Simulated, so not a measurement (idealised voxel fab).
process module | voxel wiring stack
cross-section cut | 160 nm wide | cells 5 nm
A cross-section is a grid of square cells, given in bands from the top down. A band is one or more rows of cells.
Each band's line starts with the height of the band's top and of its bottom, in nm. Then come its materials from left to right, each with its width in nm. One material with "throughout" fills the band from edge to edge. "air" is empty space.
Height 0 is the level under which the wafer as received is all one material. The lowest band goes on downwards, as in "0 down".
A width such as "30 to 40" changes by the same amount from each row of cells to the next, from the band's top row to its bottom row.
"no change" after a step means that no cell of the cross-section changed.
closed voids: empty space of 8 cells or more with no open way to the top, each as width x height at its distance from the left edge, in nm
after a step's settings: what the simulator itself notes on the step
overlay nm, on a step with a mask: how far to the right of its planned place the mask lay; to the left if negative
Each pair below shows a cross-section before one step and the cross-section after it, down to the lowest band that changed. The line under each pair gives the step between them, with its settings. The pairs can come from different runs of this module on the same starting wafer, so a pair continues from the pair above only where its "before" says so.
before
  80 to 65: lowk 50 | air 20 | lowk 20 | air 20 | lowk 50
  65 to 50: lowk throughout
  50 to 45: SiCN throughout
  45 to 20: lowk 50 | W 20 | lowk 20 | W 20 | lowk 50
  20 to 15: lowk 50 | TiN 20 | lowk 20 | TiN 20 | lowk 50
  15 to 0: aC throughout
  0 down: Si throughout
  closed voids: none
after
  80 to 65: lowk 50 | air 20 | lowk 20 | air 20 | lowk 50
  65 to 50: lowk 50 | air 15 | lowk 25 | air 15 | lowk 55
  below 50: unchanged
  closed voids: none
the step between: op MASKED_ETCH | tone open | mask id METAL_2_HOLES | width nm 15 | pitch nm 40 | etch materials lowk | depth nm 15 | overlay nm 0
before: the cross-section after the pair above
after
  80 to 65: lowk 50 | air 20 | lowk 20 | air 20 | lowk 50
  65 to 50: lowk 50 | air 15 | lowk 25 | air 15 | lowk 55
  50 to 45: SiCN 50 | air 15 | SiCN 25 | air 15 | SiCN 55
  below 45: unchanged
  closed voids: none
the step between: op MASKED_ETCH | tone open | mask id METAL_2_HOLES | width nm 15 | pitch nm 40 | etch materials SiCN | depth nm 5 | overlay nm 0
before: the cross-section after the pair above
after
  85 to 80: TiN 55 | air 10 | TiN 30 | air 10 | TiN 55
  80 to 70: lowk 50 | TiN 5 | air 10 | TiN 5 | lowk 20 | TiN 5 | air 10 | TiN 5 | lowk 50
  70 to 65: lowk 50 | TiN 5 | air 5 | TiN 10 | lowk 20 | TiN 5 | air 5 | TiN 10 | lowk 50
  65 to 50: lowk 50 | TiN 5 | air 5 | TiN 5 | lowk 25 | TiN 5 | air 5 | TiN 5 | lowk 55
  50 to 45: SiCN 50 | TiN 15 | SiCN 25 | TiN 15 | SiCN 55
  below 45: unchanged
  closed voids: none
the step between: op CONFORMAL_DEP | material TiN | thk nm 5
before: the cross-section after the pair above
after
  95 to 85: Cu throughout
  85 to 80: TiN 55 | Cu 10 | TiN 30 | Cu 10 | TiN 55
  80 to 70: lowk 50 | TiN 5 | Cu 10 | TiN 5 | lowk 20 | TiN 5 | Cu 10 | TiN 5 | lowk 50
  70 to 65: lowk 50 | TiN 5 | Cu 5 | TiN 10 | lowk 20 | TiN 5 | Cu 5 | TiN 10 | lowk 50
  65 to 50: lowk 50 | TiN 5 | Cu 5 | TiN 5 | lowk 25 | TiN 5 | Cu 5 | TiN 5 | lowk 55
  below 50: unchanged
  closed voids: none
the step between: op FILL_DEP | material Cu | thk nm 10
before: the cross-section after the pair above
after
  80 to 70: lowk 50 | TiN 5 | Cu 10 | TiN 5 | lowk 20 | TiN 5 | Cu 10 | TiN 5 | lowk 50
  below 70: unchanged
  closed voids: none
the step between: op CMP | height nm 80
before: the cross-section after the pair above
after
  85 to 80: SiN throughout
  below 80: unchanged
  closed voids: none
the step between: op CONFORMAL_DEP | material SiN | thk nm 5
before
  95 to 80: aC throughout
  80 to 50: lowk throughout
  50 to 45: SiCN throughout
  45 to 20: lowk 50 | W 20 | lowk 20 | W 20 | lowk 50
  20 to 15: lowk 50 | TiN 20 | lowk 20 | TiN 20 | lowk 50
  15 to 0: SiO2 throughout
  0 down: Si throughout
  closed voids: none
after
  125 to 95: air 50 | resist 20 | air 20 | resist 20 | air 50
  below 95: unchanged
  closed voids: none
the step between: op PATTERN | tone cover | mask id METAL_2 | material resist | width nm 20 | pitch nm 40 | thk nm 30 | overlay nm 0
before: the cross-section after the pair above
after
  110 to 95: air 50 | resist 20 | air 20 | resist 20 | air 50
  95 to 80: air 50 | aC 20 | air 20 | aC 20 | air 50
  below 80: unchanged
  closed voids: none
the step between: op DIRECTIONAL_ETCH | etch materials aC | depth nm 15
before: the cross-section after the pair above
after
  95 to 80: air 50 | aC 20 | air 20 | aC 20 | air 50
  below 80: unchanged
  closed voids: none
the step between: op STRIP | etch materials resist
before: the cross-section after the pair above
after
  95 to 80: air 50 | aC 20 | air 20 | aC 20 | air 50
  80 to 65: air 50 | lowk 20 | air 20 | lowk 20 | air 50
  below 65: unchanged
  closed voids: none
the step between: op DIRECTIONAL_ETCH | etch materials lowk | depth nm 15
before: the cross-section after the pair above
after
  80 to 65: air 50 | lowk 20 | air 20 | lowk 20 | air 50
  below 65: unchanged
  closed voids: none
the step between: op STRIP | etch materials aC
before: the cross-section after the pair above
after
  80 to 65: air 65 | lowk 5 | air 35 | lowk 5 | air 50
  below 65: unchanged
  closed voids: none
the step between: op MASKED_ETCH | tone open | mask id METAL_2_HOLES | width nm 15 | pitch nm 40 | etch materials lowk | depth nm 15 | overlay nm 0
before: the cross-section after the pair above
after
  85 to 80: air 60 | TiN 15 | air 25 | TiN 15 | air 45
  80 to 70: air 60 | TiN 5 | lowk 5 | TiN 5 | air 25 | TiN 5 | lowk 5 | TiN 5 | air 45
  70 to 65: TiN 65 | lowk 5 | TiN 35 | lowk 5 | TiN 50
  below 65: unchanged
  closed voids: none
the step between: op CONFORMAL_DEP | material TiN | thk nm 5
before: the cross-section after the pair above
after
  95 to 85: Cu throughout
  85 to 80: Cu 60 | TiN 15 | Cu 25 | TiN 15 | Cu 45
  80 to 70: Cu 60 | TiN 5 | lowk 5 | TiN 5 | Cu 25 | TiN 5 | lowk 5 | TiN 5 | Cu 45
  below 70: unchanged
  closed voids: none
the step between: op FILL_DEP | material Cu | thk nm 10
before: the cross-section after the pair above
after
  80 to 70: Cu 60 | TiN 5 | lowk 5 | TiN 5 | Cu 25 | TiN 5 | lowk 5 | TiN 5 | Cu 45
  below 70: unchanged
  closed voids: none
the step between: op CMP | height nm 80
before: the cross-section after the pair above
after
  85 to 80: SiN throughout
  below 80: unchanged
  closed voids: none
the step between: op CONFORMAL_DEP | material SiN | thk nm 5
